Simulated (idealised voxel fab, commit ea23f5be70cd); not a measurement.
process module | voxel wiring stack
cross-section cut | 230 nm wide | cells 5 nm
A cross-section is a grid of square cells, given in bands from the top down. A band is one or more rows of cells.
Each band's line starts with the height of the band's top and of its bottom, in nm. Then come its materials from left to right, each with its width in nm. One material with "throughout" fills the band from edge to edge. "air" is empty space.
Height 0 is the level under which the wafer as received is all one material. The lowest band goes on downwards, as in "0 down".
A width such as "30 to 40" changes by the same amount from each row of cells to the next, from the band's top row to its bottom row.
"no change" after a step means that no cell of the cross-section changed.
closed voids: empty space of 8 cells or more with no open way to the top, each as width x height at its distance from the left edge, in nm
after a step's settings: what the simulator itself notes on the step
overlay nm, on a step with a mask: how far to the right of its planned place the mask lay; to the left if negative
plan
1 op RECEIVE | material Si
2 op CONFORMAL_DEP | material SiO2 | thk nm 10
3 op DIRECTIONAL_DEP | material TiN | thk nm 5
4 op DIRECTIONAL_DEP | material W | thk nm 25
5 op DIRECTIONAL_DEP | material aC | thk nm 15
6 op PATTERN | tone cover | mask id METAL_1 | material resist | width nm 20 | pitch nm 45 | thk nm 35 | overlay nm 0
7 op DIRECTIONAL_ETCH | etch materials aC | depth nm 15
8 op STRIP | etch materials resist
9 op DIRECTIONAL_ETCH | etch materials W | depth nm 25
10 op DIRECTIONAL_ETCH | etch materials TiN | depth nm 5
11 op STRIP | etch materials aC
12 op CONFORMAL_DEP | material SiCN | thk nm 5
13 op FILL_DEP | material lowk | thk nm 5
14 op CMP | height nm 40
15 op CONFORMAL_DEP | material SiCN | thk nm 5
16 op DIRECTIONAL_DEP | material SiO2 | thk nm 25
17 op MASKED_ETCH | tone open | mask id METAL_2 | width nm 20 | pitch nm 45 | etch materials SiO2 | depth nm 15 | overlay nm 0
18 op PATTERN | tone open | mask id METAL_2_HOLES | material resist | width nm 15 | pitch nm 90 | thk nm 15 | overlay nm 0
19 op DIRECTIONAL_ETCH | etch materials SiO2 | depth nm 10
20 op DIRECTIONAL_ETCH | etch materials SiCN | depth nm 5
21 op STRIP | etch materials resist
22 op CONFORMAL_DEP | material TiN | thk nm 5
23 op FILL_DEP | material Cu | thk nm 5
24 op CMP | height nm 70
25 op CONFORMAL_DEP | material SiCN | thk nm 5
as received, after step 1
  0 down: Si throughout
  closed voids: none
first wafer at the end, as planned
  75 to 70: SiCN throughout
  70 to 60: SiO2 35 | TiN 5 | Cu 10 | TiN 5 | SiO2 25 | TiN 5 | Cu 10 | TiN 5 | SiO2 25 | TiN 5 | Cu 10 | TiN 5 | SiO2 25 | TiN 5 | Cu 10 | TiN 5 | SiO2 40
  60 to 55: SiO2 35 | TiN 5 | Cu 5 | TiN 10 | SiO2 25 | TiN 20 | SiO2 25 | TiN 5 | Cu 5 | TiN 10 | SiO2 25 | TiN 20 | SiO2 40
  55 to 45: SiO2 35 | TiN 5 | Cu 5 | TiN 5 | SiO2 75 | TiN 5 | Cu 5 | TiN 5 | SiO2 90
  45 to 40: SiCN 35 | TiN 15 | SiCN 75 | TiN 15 | SiCN 90
  40 to 15: lowk 30 | SiCN 5 | W 20 | SiCN 5 | lowk 15 | SiCN 5 | W 20 | SiCN 5 | lowk 15 | SiCN 5 | W 20 | SiCN 5 | lowk 15 | SiCN 5 | W 20 | SiCN 5 | lowk 35
  15 to 10: SiCN 35 | TiN 20 | SiCN 25 | TiN 20 | SiCN 25 | TiN 20 | SiCN 25 | TiN 20 | SiCN 40
  10 to 0: SiO2 throughout
  0 down: Si throughout
  closed voids: none
second wafer at the end: like start, like plan, one mistake
  75 to 70: SiCN throughout
  70 to 60: SiO2 30 | TiN 5 | Cu 10 | TiN 5 | SiO2 25 | TiN 5 | Cu 10 | TiN 5 | SiO2 25 | TiN 5 | Cu 10 | TiN 5 | SiO2 25 | TiN 5 | Cu 10 | TiN 5 | SiO2 45
  60 to 55: SiO2 30 | TiN 10 | Cu 5 | TiN 5 | SiO2 25 | TiN 20 | SiO2 25 | TiN 10 | Cu 5 | TiN 5 | SiO2 25 | TiN 20 | SiO2 45
  55 to 45: SiO2 35 | TiN 5 | Cu 5 | TiN 5 | SiO2 75 | TiN 5 | Cu 5 | TiN 5 | SiO2 90
  45 to 40: SiCN 35 | TiN 15 | SiCN 75 | TiN 15 | SiCN 90
  40 to 15: lowk 30 | SiCN 5 | W 20 | SiCN 5 | lowk 15 | SiCN 5 | W 20 | SiCN 5 | lowk 15 | SiCN 5 | W 20 | SiCN 5 | lowk 15 | SiCN 5 | W 20 | SiCN 5 | lowk 35
  15 to 10: SiCN 35 | TiN 20 | SiCN 25 | TiN 20 | SiCN 25 | TiN 20 | SiCN 25 | TiN 20 | SiCN 40
  10 to 0: SiO2 throughout
  0 down: Si throughout
  closed voids: none
what went wrong: step 17 ran as: op MASKED_ETCH | tone open | mask id METAL_2 | width nm 20 | pitch nm 45 | etch materials SiO2 | depth nm 15 | overlay nm -5
at the end the second wafer has, in cells: as many of each material as the first, in other places
